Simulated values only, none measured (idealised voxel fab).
This section sets out a process module, namely voxel released beams.
cross-section cut | 195 nm wide | cells 5 nm
When this document writes out a cross-section, it uses a grid of square cells and lists it as bands, beginning at the top and moving down, with a band standing for one or more rows of cells.
Top, bottom (nm), then materials left to right with widths (nm); lone material tagged "edge to edge" fills the whole band edge to edge; "air" = empty space.
Heights are reckoned from 0. Under this level, the received wafer is all of one material. The bottommost band is open-ended downward, for example "top 0, no bottom".
With a width like "30..40", each row of cells in the band differs from the next by the same amount, the top row carrying the first number and the bottom row the second.
You'll sometimes find "no alteration" written for a step, and that's the way of saying that nowhere in the cross-section did a cell change during that step.
"Fully sealed voids" enumerates empty spaces isolated from the top, with no open way to it, that contain at least 8 cells, giving each as width x height at distance from the left edge, all three in nm.
The remark found on a step's line after its settings is issued by the simulator itself and pertains to that step.
overlay nm, on a step with a mask: how far to the right of its planned place the mask lay; to the left if negative

[These are the steps we planned for the process]
- 1: RECEIVE,material Si
- 2: CONFORMAL_DEP,material Al2O3,thk nm 10
- 3: DIRECTIONAL_DEP,material SiO2,thk nm 15
- 4: DIRECTIONAL_DEP,material aC,thk nm 10
- 5: PATTERN,tone open,mask id ANCHOR,material resist,width nm 40,thk nm 30,overlay nm 0
- 6: DIRECTIONAL_ETCH,etch materials aC,depth nm 10
- 7: STRIP,etch materials resist
- 8: DIRECTIONAL_ETCH,etch materials SiO2,depth nm 15
- 9: STRIP,etch materials aC
- 10: CONFORMAL_DEP,material SiN,thk nm 15
- 11: MASKED_ETCH,tone cover,mask id BEAM,width nm 85,etch materials SiN,depth nm 15,overlay nm -15
- 12: STRIP,etch materials SiO2
The wafers are alike at the start. At step 11, their overlay nm differs. The plan lists the first wafer's value.

[Here's the first of the wafers in cross-section, just as we got it, i.e. after step 1]
	top 0, no bottom  Si edge to edge
	Fully sealed voids: none

[End of module: cross-section of the first of several wafers after step 12, the last step]
	top 40, bottom 25  35 air, then 35 SiN, then 10 air, then 40 SiN, then 75 air
	top 25, bottom 10  55 air, then 40 SiN, then 100 air
	top 10, bottom 0  Al2O3 edge to edge
	top 0, no bottom  Si edge to edge
	Fully sealed voids: none

[Last wafer of the set, cross-sectioned at end of module]
	top 40, bottom 25  65 air, then 5 SiN, then 10 air, then 70 SiN, then 45 air
	top 25, bottom 10  55 air, then 40 SiN, then 100 air
	top 10, bottom 0  Al2O3 edge to edge
	top 0, no bottom  Si edge to edge
	Fully sealed voids: none

[Below, a row for every wafer. Read it as the end-of-module picture: for each material the wafer shows its cells gained (+) or lost (-) since it was received, and then its closed voids]
overlay nm -15, +78 Al2O3, +69 SiN, Fully sealed voids: none
overlay nm -10, +78 Al2O3, +69 SiN, Fully sealed voids: none
overlay nm -5, +78 Al2O3, +69 SiN, Fully sealed voids: none
overlay nm 0, +78 Al2O3, +69 SiN, Fully sealed voids: none
overlay nm 5, +78 Al2O3, +69 SiN, Fully sealed voids: none
overlay nm 10, +78 Al2O3, +69 SiN, Fully sealed voids: none
overlay nm 15, +78 Al2O3, +69 SiN, Fully sealed voids: none
